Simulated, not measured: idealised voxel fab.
Presented below is a process module, voxel air gaps.
Xsec cut, 280 nm wide, square cell size 5 nm.
A cross-section is a grid of square cells, given in bands from the top down. A band is one or more rows of cells.
This entry defines a band. It first specifies the height of the band's top and the height of its bottom in nm, and then specifies the band's materials from left to right, stating each material with its width in nm. The word "everywhere" identifies a single material that fills the band from edge to edge, while the word "empty" identifies empty space.
For the purposes of this specification, 0 denotes the height below which the wafer in its as-received condition is composed wholly of one material, and the lowermost band, lacking a lower limit, extends downward without end, as expressed in "0..down".
Think of "30->40" as a width that walks from the first number to the second as you go down the band, top row to bottom row, taking equal-sized steps from row to row.
A step reported as "nothing changed" is a step in which no cell of the cross-section changed.
"Closed internal voids": empty spaces of 8 cells or more with no open way to the top, each given as width x height at distance, distance from the left edge, all in nm.
On a step's line, text after the settings is the simulator commenting on that step.
The setting "overlay nm" may be written on the line of a step. When the step uses a mask, the value reports how far to the right of the planned place the mask lay, and a negative value reports that it lay to the left.

PROCESS STEPS FORESEEN IN THE PLAN
1 RECEIVE, material Si
2 CONFORMAL_DEP, material SiO2, thk nm 15
3 CONFORMAL_DEP, material SiCN, thk nm 5
4 DIRECTIONAL_DEP, material SiO2, thk nm 30
5 DIRECTIONAL_DEP, material aC, thk nm 10
6 PATTERN, tone open, mask id LINES, material resist, width nm 15, pitch nm 40, thk nm 30, overlay nm 0
7 DIRECTIONAL_ETCH, etch materials aC, depth nm 10
8 STRIP, etch materials resist
9 DIRECTIONAL_ETCH, etch materials SiO2, depth nm 30
10 STRIP, etch materials aC
11 CONFORMAL_DEP, material TiN, thk nm 5
12 FILL_DEP, material Cu, thk nm 5
13 CMP, height nm 50
14 EPI, material Ru, thk nm 10
15 SELECTIVE_ETCH, etch materials SiO2, depth nm 40
16 CONFORMAL_DEP, material SiCN, thk nm 5

INCOMING WAFER IN CROSS-SECTION (STATE: AFTER STEP 1)
  0..down: Si everywhere
  Closed internal voids: none

ONE MISTAKE IN RUNNING THE MODULE, OTHERWISE START AND PLAN AS ABOVE: CROSS-SECTION AT THE END
  65..60: empty 55 / SiCN 165 / empty 60
  60..50: empty 55 / SiCN 5 / Ru 35 / SiCN 5 / Ru 35 / SiCN 5 / Ru 35 / SiCN 5 / Ru 35 / SiCN 5 / empty 60
  50..45: empty 55 / SiCN 15 / TiN 5 / Cu 5 / TiN 5 / SiCN 25 / TiN 5 / Cu 5 / TiN 5 / SiCN 25 / TiN 5 / Cu 5 / TiN 5 / SiCN 25 / TiN 5 / Cu 5 / TiN 5 / SiCN 15 / empty 60
  45..25: empty 65 / SiCN 5 / TiN 5 / Cu 5 / TiN 5 / SiCN 5 / empty 15 / SiCN 5 / TiN 5 / Cu 5 / TiN 5 / SiCN 5 / empty 15 / SiCN 5 / TiN 5 / Cu 5 / TiN 5 / SiCN 5 / empty 15 / SiCN 5 / TiN 5 / Cu 5 / TiN 5 / SiCN 5 / empty 70
  25..20: SiCN 70 / TiN 15 / SiCN 25 / TiN 15 / SiCN 25 / TiN 15 / SiCN 25 / TiN 15 / SiCN 75
  20..15: SiCN everywhere
  15..0: Ru everywhere
  0..down: Si everywhere
  Closed internal voids: 15 x 20 at 90; 15 x 20 at 130; 15 x 20 at 170
Where did the run depart from the plan? step 2, actual vs plan mismatch, actual run CONFORMAL_DEP, material Ru, thk nm 15
